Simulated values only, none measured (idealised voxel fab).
process module | voxel self aligned contacts
cross-section cut | 295 nm wide | cells 5 nm
A cross-section is a grid of square cells, given in bands from the top down. A band is one or more rows of cells.
Each band's line starts with the height of the band's top and of its bottom, in nm. Then come its materials from left to right, each with its width in nm. One material with "throughout" fills the band from edge to edge. "air" is empty space.
Height 0 is the level under which the wafer as received is all one material. The lowest band goes on downwards, as in "0 down".
A width such as "30 to 40" changes by the same amount from each row of cells to the next, from the band's top row to its bottom row.
"no change" after a step means that no cell of the cross-section changed.
closed voids: empty space of 8 cells or more with no open way to the top, each as width x height at its distance from the left edge, in nm
after a step's settings: what the simulator itself notes on the step
overlay nm, on a step with a mask: how far to the right of its planned place the mask lay; to the left if negative
plan
1 op RECEIVE | material Si
2 op OXIDIZE | depth nm 5
3 op DIRECTIONAL_DEP | material polySi | thk nm 30
4 op DIRECTIONAL_DEP | material SiN | thk nm 20
5 op DIRECTIONAL_DEP | material aC | thk nm 10
6 op PATTERN | tone cover | mask id GATE | material resist | width nm 25 | pitch nm 50 | thk nm 25 | overlay nm 0
7 op DIRECTIONAL_ETCH | etch materials aC | depth nm 10
8 op STRIP | etch materials resist
9 op DIRECTIONAL_ETCH | etch materials SiN | depth nm 20
10 op DIRECTIONAL_ETCH | etch materials polySi | depth nm 30
11 op STRIP | etch materials aC
12 op CONFORMAL_DEP | material SiN | thk nm 5
13 op DIRECTIONAL_ETCH | etch materials SiN | depth nm 5
14 op FILL_DEP | material SiO2 | thk nm 15
15 op CMP | height nm 60
16 op DIRECTIONAL_DEP | material aC | thk nm 15
17 op PATTERN | tone open | mask id CONTACT | material resist | width nm 35 | pitch nm 50 | thk nm 30 | overlay nm 0
18 op DIRECTIONAL_ETCH | etch materials aC | depth nm 15
19 op STRIP | etch materials resist
20 op DIRECTIONAL_ETCH | etch materials SiO2 | depth nm 65
21 op STRIP | etch materials aC
22 op CONFORMAL_DEP | material TiN | thk nm 5
23 op FILL_DEP | material Ru | thk nm 5
24 op CMP | height nm 60
25 op CONFORMAL_DEP | material SiN | thk nm 5
as received, after step 1
  0 down: Si throughout
  closed voids: none
first wafer at the end, as planned
  65 to 60: SiN throughout
  60 to 50: SiO2 105 | TiN 5 to 15 | Ru 25 to 5 | TiN 5 to 15 | SiO2 15 | TiN 5 to 15 | Ru 25 to 5 | TiN 5 to 15 | SiO2 105
  50 to 30: SiO2 80 | SiN 35 | TiN 5 | Ru 5 | TiN 5 | SiN 35 | TiN 5 | Ru 5 | TiN 5 | SiN 35 | SiO2 80
  30 to 0: SiO2 80 | SiN 5 | polySi 25 | SiN 5 | TiN 5 | Ru 5 | TiN 5 | SiN 5 | polySi 25 | SiN 5 | TiN 5 | Ru 5 | TiN 5 | SiN 5 | polySi 25 | SiN 5 | SiO2 80
  0 to -5: SiO2 115 | TiN 15 | SiO2 35 | TiN 15 | SiO2 115
  -5 down: Si throughout
  closed voids: none
second wafer at the end: like start, like plan, one mistake
  65 to 60: SiN throughout
  60 to 50: SiO2 105 | TiN 5 to 15 | Ru 25 to 5 | TiN 5 to 15 | SiO2 15 | TiN 5 to 15 | Ru 25 to 5 | TiN 5 to 15 | SiO2 105
  50 to 25: SiO2 80 | SiN 5 | polySi 25 | SiN 5 | TiN 5 | Ru 5 | TiN 5 | SiN 5 | polySi 25 | SiN 5 | TiN 5 | Ru 5 | TiN 5 | SiN 5 | polySi 25 | SiN 5 | SiO2 80
  25 to 20: SiO2 80 | SiN 5 | polySi 25 | SiN 5 | TiN 15 | SiN 5 | polySi 25 | SiN 5 | TiN 15 | SiN 5 | polySi 25 | SiN 5 | SiO2 80
  20 to 0: SiN throughout
  0 to -5: SiO2 throughout
  -5 down: Si throughout
  closed voids: none
what went wrong: steps 3 and 4 were swapped
at the end the second wafer has, in cells: 10 fewer of Ru | 152 more of SiN | 122 fewer of SiO2 | 20 fewer of TiN
